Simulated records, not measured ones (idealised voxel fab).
process module | voxel fin reveal
cross-section cut | 270 nm wide | cells 5 nm
A cross-section is a grid of square cells, given in bands from the top down. A band is one or more rows of cells.
Each band's line starts with the height of the band's top and of its bottom, in nm. Then come its materials from left to right, each with its width in nm. One material with "throughout" fills the band from edge to edge. "air" is empty space.
Height 0 is the level under which the wafer as received is all one material. The lowest band goes on downwards, as in "0 down".
A width such as "30 to 40" changes by the same amount from each row of cells to the next, from the band's top row to its bottom row.
"no change" after a step means that no cell of the cross-section changed.
closed voids: empty space of 8 cells or more with no open way to the top, each as width x height at its distance from the left edge, in nm
after a step's settings: what the simulator itself notes on the step
overlay nm, on a step with a mask: how far to the right of its planned place the mask lay; to the left if negative
plan
1 op RECEIVE | material Si
2 op CONFORMAL_DEP | material SiN | thk nm 5
3 op MASKED_ETCH | tone cover | mask id FINS | width nm 15 | pitch nm 40 | etch materials SiN | depth nm 5 | overlay nm 0
4 op MASKED_ETCH | tone cover | mask id FINS | width nm 15 | pitch nm 40 | etch materials Si | depth nm 40 | overlay nm -15
5 op OXIDIZE | depth nm 5
6 op FILL_DEP | material SiO2 | thk nm 10
7 op CMP | height nm 5
8 op SELECTIVE_ETCH | etch materials SiO2 | depth nm 20
9 op STRIP | etch materials SiN
10 op CONFORMAL_DEP | material HfO2 | thk nm 5
varied across the wafers: overlay nm of step 4. The plan shows the first wafer's value. All wafers start alike
first wafer as received, after step 1
  0 down: Si throughout
  closed voids: none
each wafer at the end: cells of each material gained (+) or lost (-) since it was received, then its closed voids
overlay nm -15 | +72 HfO2 | -387 Si | +252 SiO2 | closed voids: none
overlay nm -10 | +72 HfO2 | -411 Si | +270 SiO2 | closed voids: none
overlay nm -5 | +72 HfO2 | -435 Si | +288 SiO2 | closed voids: none
overlay nm 0 | +72 HfO2 | -459 Si | +306 SiO2 | closed voids: none
overlay nm 5 | +72 HfO2 | -435 Si | +288 SiO2 | closed voids: none
overlay nm 10 | +72 HfO2 | -411 Si | +270 SiO2 | closed voids: none
overlay nm 15 | +72 HfO2 | -387 Si | +252 SiO2 | closed voids: none
